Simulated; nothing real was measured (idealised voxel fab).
The process module presented herein is designated voxel fin reveal.
We display cut, a cross-section 170 nm in width whose square cells are each 5 nm.
A cross-section is a grid of square cells, given in bands from the top down. A band is one or more rows of cells. Per band: top height and bottom height in nm, followed by the left-to-right materials and their widths in nm; "full width" marks a single material spanning edge to edge, "blank" marks empty space. Basically, 0 is our baseline, since under it the wafer straight out of the box is all one material. The bottom band has no lower end and keeps on going down, so it looks like "0 nm and below". Width: "30 to 40" (first number = top row, second number = bottom row, same change from row to row of cells). "stayed the same" (step): cross-section cells unchanged, all of them. The label "Enclosed void inventory" introduces a list of the empty spaces, 8 cells or larger, that have no open way up to the top; each entry in it reads width x height at distance, where the distance is taken from the left edge and all three are stated in nm. Past the settings on a step's line: simulator remark, on that step. overlay nm, on a step with a mask: how far to the right of its planned place the mask lay; to the left if negative.
# The steps planned for the process are as follows
| 1 | op RECEIVE | material Si |
| 2 | op CONFORMAL_DEP | material SiN | thk nm 5 |
| 3 | op PATTERN | tone cover | mask id FINS | material resist | width nm 15 | pitch nm 40 | thk nm 20 | overlay nm 0 |
| 4 | op DIRECTIONAL_ETCH | etch materials SiN | depth nm 5 |
| 5 | op DIRECTIONAL_ETCH | etch materials Si | depth nm 35 |
| 6 | op STRIP | etch materials resist |
| 7 | op FILL_DEP | material SiO2 | thk nm 15 |
| 8 | op CMP | height nm 5 |
| 9 | op SELECTIVE_ETCH | etch materials SiO2 | depth nm 20 |
| 10 | op STRIP | etch materials SiN |
# So this is the incoming wafer in cross-section - it's already been through step 1
- 0 nm and below = Si full width
- Enclosed void inventory: none
# Figure: cross-sectional view of the wafer upon completion of the module, processed from the initial state and according to the plan depicted above, with one error introduced during execution
- -5 nm to -25 nm = blank=55, Si=15, blank=25, Si=15, blank=60
- -25 nm to -35 nm = SiO2=55, Si=15, SiO2=25, Si=15, SiO2=60
- -35 nm and below = Si full width
- Enclosed void inventory: none
The mistake made against the process plan was this: step 8 off recipe, ran as op CMP | height nm -5
